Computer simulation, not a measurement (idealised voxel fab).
Process module, titled voxel trench capacitor
Shown is cross-section cut, with a width of 280 nm and square cells of size 5 nm.
A cross-section is written here as square cells arranged in a grid, and it is given in bands from the top down, each band taking up one or more rows of cells.
Band entry format. Leading values: height of top, height of bottom, nm. Remainder: materials in left-to-right order, each with its width in nm. Special words: "throughout" on a single material, which then fills the band edge to edge; "empty", empty space.
Where do heights start? At 0: under that level the wafer as delivered is made of one material only. And the lowest band has no floor; it just carries on downward, as in "0..down".
With a width like "30..40", each row of cells in the band differs from the next by the same amount, the top row carrying the first number and the bottom row the second.
When a step is marked "nothing changed", none of the cells in the cross-section changed during that step.
Empty spaces counting at least 8 cells and having no open way to the top are listed in "Closed internal voids". The notation width x height at distance is used for each, the distance being from the left edge and all three values in nm.
Anything after a step's settings on that line? It's the simulator's own note about the step.
A step's line can hold "overlay nm"; with a mask on that step, the setting says how far right of the planned place the mask lay, while a negative setting says it lay to the left.

**Set out below are the planned steps of the process**
1) RECEIVE | material Si
2) CONFORMAL_DEP | material SiN | thk nm 10
3) DIRECTIONAL_DEP | material aC | thk nm 10
4) PATTERN | tone open | mask id TRENCH | material resist | width nm 15 | pitch nm 30 | thk nm 25 | overlay nm 0
5) DIRECTIONAL_ETCH | etch materials aC | depth nm 10
6) STRIP | etch materials resist
7) DIRECTIONAL_ETCH | etch materials SiN | depth nm 10
8) DIRECTIONAL_ETCH | etch materials Si | depth nm 30
9) STRIP | etch materials aC
10) CONFORMAL_DEP | material Al2O3 | thk nm 5
11) FILL_DEP | material polySi | thk nm 5
12) CMP | height nm 10

**Wafer at receipt (post step 1), cross-section**
  0..down | Si throughout
  Closed internal voids: none

**Cross-sectional image of the first of two wafers at the end of the module, the run having proceeded as planned**
  10..0 | SiN 115 / Al2O3 5 / polySi 5 / Al2O3 5 / SiN 15 / Al2O3 5 / polySi 5 / Al2O3 5 / SiN 120
  0..-25 | Si 115 / Al2O3 5 / polySi 5 / Al2O3 5 / Si 15 / Al2O3 5 / polySi 5 / Al2O3 5 / Si 120
  -25..-30 | Si 115 / Al2O3 15 / Si 15 / Al2O3 15 / Si 120
  -30..down | Si throughout
  Closed internal voids: none

**Cross-section at end of module for the second wafer of two, which matched the first in starting point and plan and differed by one mistake in its processing**
  10..0 | SiN 110 / Al2O3 5 / polySi 5 / Al2O3 5 / SiN 15 / Al2O3 5 / polySi 5 / Al2O3 5 / SiN 125
  0..-25 | Si 110 / Al2O3 5 / polySi 5 / Al2O3 5 / Si 15 / Al2O3 5 / polySi 5 / Al2O3 5 / Si 125
  -25..-30 | Si 110 / Al2O3 15 / Si 15 / Al2O3 15 / Si 125
  -30..down | Si throughout
  Closed internal voids: none
What broke from the plan during processing? step 4, actual vs plan mismatch, actual run PATTERN | tone open | mask id TRENCH | material resist | width nm 15 | pitch nm 30 | thk nm 25 | overlay nm -5
Matching per-material cell counts, mismatched positions: that is how the second wafer compares with the first at the end.
